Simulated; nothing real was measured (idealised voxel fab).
A process module follows: voxel quadruple lines.
Pictured: cross-section cut, 160 nm wide, on a grid of 5 nm square cells.
Cross-section spec: square-cell grid; bands listed top down; each band is one or more rows.
Look at the band entry: it leads with the top's height and the bottom's height in nm. Then it lists the materials left to right, with a width in nm for each. The word "all across" on a single material says that material fills the band edge to edge. The word "empty" is empty space.
For the purposes of this specification, 0 denotes the height below which the wafer in its as-received condition is composed wholly of one material, and the lowermost band, lacking a lower limit, extends downward without end, as expressed in "top 0, no bottom".
Width spec "30->40" -> top row of cells at first value, bottom row at second value, equal per-row change in between.
Basically "stayed the same" means that step didn't change any cell in the cross-section.
Trapped voids: empty space of 8 cells or more with no open way to the top, each as width x height at its distance from the left edge, in nm
What comes after the settings on a step's line is commentary from the simulator itself on that step.
overlay nm: for a step with a mask, the amount by which the mask lay right of where it was planned; a negative amount means left of it.

**Listed below are the process steps as planned**
1: RECEIVE with material Si
2: CONFORMAL_DEP with material Al2O3, thk nm 5
3: DIRECTIONAL_DEP with material W, thk nm 10
4: DIRECTIONAL_DEP with material polySi, thk nm 20
5: DIRECTIONAL_DEP with material aC, thk nm 20
6: PATTERN with tone cover, mask id MANDREL, material resist, width nm 20, pitch nm 60, thk nm 25, overlay nm 0
7: DIRECTIONAL_ETCH with etch materials aC, depth nm 20
8: STRIP with etch materials resist
9: CONFORMAL_DEP with material SiO2, thk nm 10
10: DIRECTIONAL_ETCH with etch materials SiO2, depth nm 10
11: STRIP with etch materials aC
12: DIRECTIONAL_ETCH with etch materials polySi, depth nm 20
13: STRIP with etch materials SiO2
14: CONFORMAL_DEP with material SiN, thk nm 5
15: DIRECTIONAL_ETCH with etch materials SiN, depth nm 5
16: STRIP with etch materials polySi
17: DIRECTIONAL_ETCH with etch materials W, depth nm 10
18: STRIP with etch materials SiN

**First of the two wafers, run per plan**

**Step 1 complete: cross-section of the wafer as received**
> top 0, no bottom = Si all across
> Trapped voids: none

**Cross-section: wafer state after step 2**
> top 5, bottom 0 = Al2O3 all across
> Rest of section, below 0: as before.

**Cross-section: wafer state after step 3**
> top 15, bottom 5 = W all across
> Rest of section, below 5: as before.

**Cross-section: wafer state after step 4**
> top 35, bottom 15 = polySi all across
> Rest of section, below 15: as before.

**Cross-section: wafer state after step 5**
> top 55, bottom 35 = aC all across
> Rest of section, below 35: as before.

**Cross-section: wafer state after step 6**
> top 80, bottom 55 = 40 of empty, then 20 of resist, then 40 of empty, then 20 of resist, then 40 of empty
> Rest of section, below 55: as before.

**Cross-section: wafer state after step 7**
> top 60, bottom 55 = 40 of empty, then 20 of resist, then 40 of empty, then 20 of resist, then 40 of empty
> top 55, bottom 35 = 40 of empty, then 20 of aC, then 40 of empty, then 20 of aC, then 40 of empty
> Rest of section, below 35: as before.

**Cross-section: wafer state after step 8**
> top 55, bottom 35 = 40 of empty, then 20 of aC, then 40 of empty, then 20 of aC, then 40 of empty
> Rest of section, below 35: as before.

**Cross-section: wafer state after step 9**
> top 65, bottom 55 = 30 of empty, then 40 of SiO2, then 20 of empty, then 40 of SiO2, then 30 of empty
> top 55, bottom 45 = 30 of empty, then 10 of SiO2, then 20 of aC, then 10 of SiO2, then 20 of empty, then 10 of SiO2, then 20 of aC, then 10 of SiO2, then 30 of empty
> top 45, bottom 35 = 40 of SiO2, then 20 of aC, then 40 of SiO2, then 20 of aC, then 40 of SiO2
> Rest of section, below 35: as before.

**Cross-section: wafer state after step 10**
> top 55, bottom 35 = 30 of empty, then 10 of SiO2, then 20 of aC, then 10 of SiO2, then 20 of empty, then 10 of SiO2, then 20 of aC, then 10 of SiO2, then 30 of empty
> Rest of section, below 35: as before.

**Cross-section: wafer state after step 11**
> top 55, bottom 35 = 30 of empty, then 10 of SiO2, then 20 of empty, then 10 of SiO2, then 20 of empty, then 10 of SiO2, then 20 of empty, then 10 of SiO2, then 30 of empty
> Rest of section, below 35: as before.

**Cross-section: wafer state after step 12**
> top 55, bottom 35 = 30 of empty, then 10 of SiO2, then 20 of empty, then 10 of SiO2, then 20 of empty, then 10 of SiO2, then 20 of empty, then 10 of SiO2, then 30 of empty
> top 35, bottom 15 = 30 of empty, then 10 of polySi, then 20 of empty, then 10 of polySi, then 20 of empty, then 10 of polySi, then 20 of empty, then 10 of polySi, then 30 of empty
> Rest of section, below 15: as before.

**Cross-section: wafer state after step 13**
> top 35, bottom 15 = 30 of empty, then 10 of polySi, then 20 of empty, then 10 of polySi, then 20 of empty, then 10 of polySi, then 20 of empty, then 10 of polySi, then 30 of empty
> Rest of section, below 15: as before.

**Cross-section: wafer state after step 14**
> top 40, bottom 35 = 25 of empty, then 20 of SiN, then 10 of empty, then 20 of SiN, then 10 of empty, then 20 of SiN, then 10 of empty, then 20 of SiN, then 25 of empty
> top 35, bottom 20 = 25 of empty, then 5 of SiN, then 10 of polySi, then 5 of SiN, then 10 of empty, then 5 of SiN, then 10 of polySi, then 5 of SiN, then 10 of empty, then 5 of SiN, then 10 of polySi, then 5 of SiN, then 10 of empty, then 5 of SiN, then 10 of polySi, then 5 of SiN, then 25 of empty
> top 20, bottom 15 = 30 of SiN, then 10 of polySi, then 20 of SiN, then 10 of polySi, then 20 of SiN, then 10 of polySi, then 20 of SiN, then 10 of polySi, then 30 of SiN
> Rest of section, below 15: as before.

**Cross-section: wafer state after step 15**
> top 35, bottom 15 = 25 of empty, then 5 of SiN, then 10 of polySi, then 5 of SiN, then 10 of empty, then 5 of SiN, then 10 of polySi, then 5 of SiN, then 10 of empty, then 5 of SiN, then 10 of polySi, then 5 of SiN, then 10 of empty, then 5 of SiN, then 10 of polySi, then 5 of SiN, then 25 of empty
> Rest of section, below 15: as before.

**Cross-section: wafer state after step 16**
> top 35, bottom 15 = 25 of empty, then 5 of SiN, then 10 of empty, then 5 of SiN, then 10 of empty, then 5 of SiN, then 10 of empty, then 5 of SiN, then 10 of empty, then 5 of SiN, then 10 of empty, then 5 of SiN, then 10 of empty, then 5 of SiN, then 10 of empty, then 5 of SiN, then 25 of empty
> Rest of section, below 15: as before.

**Cross-section: wafer state after step 17**
> top 35, bottom 15 = 25 of empty, then 5 of SiN, then 10 of empty, then 5 of SiN, then 10 of empty, then 5 of SiN, then 10 of empty, then 5 of SiN, then 10 of empty, then 5 of SiN, then 10 of empty, then 5 of SiN, then 10 of empty, then 5 of SiN, then 10 of empty, then 5 of SiN, then 25 of empty
> top 15, bottom 5 = 25 of empty, then 5 of W, then 10 of empty, then 5 of W, then 10 of empty, then 5 of W, then 10 of empty, then 5 of W, then 10 of empty, then 5 of W, then 10 of empty, then 5 of W, then 10 of empty, then 5 of W, then 10 of empty, then 5 of W, then 25 of empty
> Rest of section, below 5: as before.

**Cross-section: wafer state after step 18**
> top 15, bottom 5 = 25 of empty, then 5 of W, then 10 of empty, then 5 of W, then 10 of empty, then 5 of W, then 10 of empty, then 5 of W, then 10 of empty, then 5 of W, then 10 of empty, then 5 of W, then 10 of empty, then 5 of W, then 10 of empty, then 5 of W, then 25 of empty
> Rest of section, below 5: as before.

**Second wafer. Start and plan as for the first. One mistake made in running. Agrees with the first up to and including step 5**

**Second wafer: cross-section at the scheduled end of step 6**
> top 80, bottom 55 = 35 of empty, then 30 of resist, then 30 of empty, then 30 of resist, then 35 of empty
> Rest of section, below 55: as before.

**Second wafer: cross-section at the scheduled end of step 7**
> top 60, bottom 55 = 35 of empty, then 30 of resist, then 30 of empty, then 30 of resist, then 35 of empty
> top 55, bottom 35 = 35 of empty, then 30 of aC, then 30 of empty, then 30 of aC, then 35 of empty
> Rest of section, below 35: as before.

**Second wafer: cross-section at the scheduled end of step 8**
> top 55, bottom 35 = 35 of empty, then 30 of aC, then 30 of empty, then 30 of aC, then 35 of empty
> Rest of section, below 35: as before.

**Second wafer: cross-section at the scheduled end of step 9**
> top 65, bottom 55 = 25 of empty, then 50 of SiO2, then 10 of empty, then 50 of SiO2, then 25 of empty
> top 55, bottom 45 = 25 of empty, then 10 of SiO2, then 30 of aC, then 10 of SiO2, then 10 of empty, then 10 of SiO2, then 30 of aC, then 10 of SiO2, then 25 of empty
> top 45, bottom 35 = 35 of SiO2, then 30 of aC, then 30 of SiO2, then 30 of aC, then 35 of SiO2
> Rest of section, below 35: as before.

**Second wafer: cross-section at the scheduled end of step 10**
> top 55, bottom 35 = 25 of empty, then 10 of SiO2, then 30 of aC, then 10 of SiO2, then 10 of empty, then 10 of SiO2, then 30 of aC, then 10 of SiO2, then 25 of empty
> Rest of section, below 35: as before.

**Second wafer: cross-section at the scheduled end of step 11**
> top 55, bottom 35 = 25 of empty, then 10 of SiO2, then 30 of empty, then 10 of SiO2, then 10 of empty, then 10 of SiO2, then 30 of empty, then 10 of SiO2, then 25 of empty
> Rest of section, below 35: as before.

**Second wafer: cross-section at the scheduled end of step 12**
> top 55, bottom 35 = 25 of empty, then 10 of SiO2, then 30 of empty, then 10 of SiO2, then 10 of empty, then 10 of SiO2, then 30 of empty, then 10 of SiO2, then 25 of empty
> top 35, bottom 15 = 25 of empty, then 10 of polySi, then 30 of empty, then 10 of polySi, then 10 of empty, then 10 of polySi, then 30 of empty, then 10 of polySi, then 25 of empty
> Rest of section, below 15: as before.

**Second wafer: cross-section at the scheduled end of step 13**
> top 35, bottom 15 = 25 of empty, then 10 of polySi, then 30 of empty, then 10 of polySi, then 10 of empty, then 10 of polySi, then 30 of empty, then 10 of polySi, then 25 of empty
> Rest of section, below 15: as before.

**Second wafer: cross-section at the scheduled end of step 14**
> top 40, bottom 35 = 20 of empty, then 20 of SiN, then 20 of empty, then 40 of SiN, then 20 of empty, then 20 of SiN, then 20 of empty
> top 35, bottom 20 = 20 of empty, then 5 of SiN, then 10 of polySi, then 5 of SiN, then 20 of empty, then 5 of SiN, then 10 of polySi, then 10 of SiN, then 10 of polySi, then 5 of SiN, then 20 of empty, then 5 of SiN, then 10 of polySi, then 5 of SiN, then 20 of empty
> top 20, bottom 15 = 25 of SiN, then 10 of polySi, then 30 of SiN, then 10 of polySi, then 10 of SiN, then 10 of polySi, then 30 of SiN, then 10 of polySi, then 25 of SiN
> Rest of section, below 15: as before.

**Second wafer: cross-section at the scheduled end of step 15**
> top 35, bottom 15 = 20 of empty, then 5 of SiN, then 10 of polySi, then 5 of SiN, then 20 of empty, then 5 of SiN, then 10 of polySi, then 10 of SiN, then 10 of polySi, then 5 of SiN, then 20 of empty, then 5 of SiN, then 10 of polySi, then 5 of SiN, then 20 of empty
> Rest of section, below 15: as before.

**Second wafer: cross-section at the scheduled end of step 16**
> top 35, bottom 15 = 20 of empty, then 5 of SiN, then 10 of empty, then 5 of SiN, then 20 of empty, then 5 of SiN, then 10 of empty, then 10 of SiN, then 10 of empty, then 5 of SiN, then 20 of empty, then 5 of SiN, then 10 of empty, then 5 of SiN, then 20 of empty
> Rest of section, below 15: as before.

**Second wafer: cross-section at the scheduled end of step 17**
> top 35, bottom 15 = 20 of empty, then 5 of SiN, then 10 of empty, then 5 of SiN, then 20 of empty, then 5 of SiN, then 10 of empty, then 10 of SiN, then 10 of empty, then 5 of SiN, then 20 of empty, then 5 of SiN, then 10 of empty, then 5 of SiN, then 20 of empty
> top 15, bottom 5 = 20 of empty, then 5 of W, then 10 of empty, then 5 of W, then 20 of empty, then 5 of W, then 10 of empty, then 10 of W, then 10 of empty, then 5 of W, then 20 of empty, then 5 of W, then 10 of empty, then 5 of W, then 20 of empty
> Rest of section, below 5: as before.

**Second wafer: cross-section at the scheduled end of step 18**
> top 15, bottom 5 = 20 of empty, then 5 of W, then 10 of empty, then 5 of W, then 20 of empty, then 5 of W, then 10 of empty, then 10 of W, then 10 of empty, then 5 of W, then 20 of empty, then 5 of W, then 10 of empty, then 5 of W, then 20 of empty
> Rest of section, below 5: as before.
What broke from the plan during processing? step 6, actual vs plan mismatch, actual run PATTERN with tone cover, mask id MANDREL, material resist, width nm 30, pitch nm 60, thk nm 25, overlay nm 0
Cell counts per material: same on both final wafers. Positions: different.
